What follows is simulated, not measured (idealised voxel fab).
voxel quadruple lines: a process module
The width of the displayed cross-section, cut, is 295 nm; its cells are square, with a size of 5 nm.
Just so we're on the same page, the cross-sections are grids of square cells, and they're listed out in bands top to bottom, each band one or more rows deep.
Heads up on the band format: heights come first, top then bottom, in nm. After that it's the materials left to right, each with its width in nm. A single material flagged "everywhere" fills the whole band edge to edge, and "blank" means there's empty space there.
We count height from 0. Below that, the starting wafer is all one material. The lowest band never ends at the bottom but goes on down; see "0 -> down" for how that is written.
Graded width ("30 to 40"): value in top row of band = first number; value in bottom row = second number; row-to-row change constant.
"left unchanged" for a step: no cell of the cross-section changed in that step.
Reported under the label "closed voids" are the empty spaces having no open way to the top and comprising 8 cells or more; the notation for each is width x height at distance, in which the distance is measured from the left edge and all three values are in nm.
On a step's line, text after the settings is the simulator commenting on that step.
overlay nm: where the mask lay relative to plan, measured to the right, on steps with a mask; negatives go left.

List of planned process steps:
1,RECEIVE | material Si
2,CONFORMAL_DEP | material Al2O3 | thk nm 5
3,DIRECTIONAL_DEP | material TiN | thk nm 15
4,DIRECTIONAL_DEP | material polySi | thk nm 20
5,DIRECTIONAL_DEP | material aC | thk nm 20
6,PATTERN | tone cover | mask id MANDREL | material resist | width nm 20 | thk nm 30 | overlay nm -15
7,DIRECTIONAL_ETCH | etch materials aC | depth nm 20
8,STRIP | etch materials resist
9,CONFORMAL_DEP | material SiO2 | thk nm 10
10,DIRECTIONAL_ETCH | etch materials SiO2 | depth nm 10
11,STRIP | etch materials aC
12,DIRECTIONAL_ETCH | etch materials polySi | depth nm 20
13,STRIP | etch materials SiO2
14,CONFORMAL_DEP | material SiCN | thk nm 5
15,DIRECTIONAL_ETCH | etch materials SiCN | depth nm 5
16,STRIP | etch materials polySi
17,DIRECTIONAL_ETCH | etch materials TiN | depth nm 15
18,STRIP | etch materials SiCN
The plan's step 6 overlay nm is the first wafer's value; the wafers differ in this setting and start identical.

The first of several wafers as received, shown in cross-section; this is its state after step 1:
    0 -> down: Si everywhere
    closed voids: none

After the module's final step, step 18: the first of several wafers in cross-section:
    20 -> 5: blank 105 | TiN 5 | blank 10 | TiN 5 | blank 10 | TiN 5 | blank 10 | TiN 5 | blank 140
    5 -> 0: Al2O3 everywhere
    0 -> down: Si everywhere
    closed voids: none

Last wafer, end of module, cross-section:
    20 -> 5: blank 135 | TiN 5 | blank 10 | TiN 5 | blank 10 | TiN 5 | blank 10 | TiN 5 | blank 110
    5 -> 0: Al2O3 everywhere
    0 -> down: Si everywhere
    closed voids: none

The table below has one row for each wafer; a row shows, as of the end of the module, how many cells of each material the wafer has gained, marked (+), or lost, marked (-), since it was received, and then the wafer's closed voids:
overlay nm -15 | +59 Al2O3 | +12 TiN | closed voids: none
overlay nm -10 | +59 Al2O3 | +12 TiN | closed voids: none
overlay nm -5 | +59 Al2O3 | +12 TiN | closed voids: none
overlay nm 0 | +59 Al2O3 | +12 TiN | closed voids: none
overlay nm 5 | +59 Al2O3 | +12 TiN | closed voids: none
overlay nm 10 | +59 Al2O3 | +12 TiN | closed voids: none
overlay nm 15 | +59 Al2O3 | +12 TiN | closed voids: none
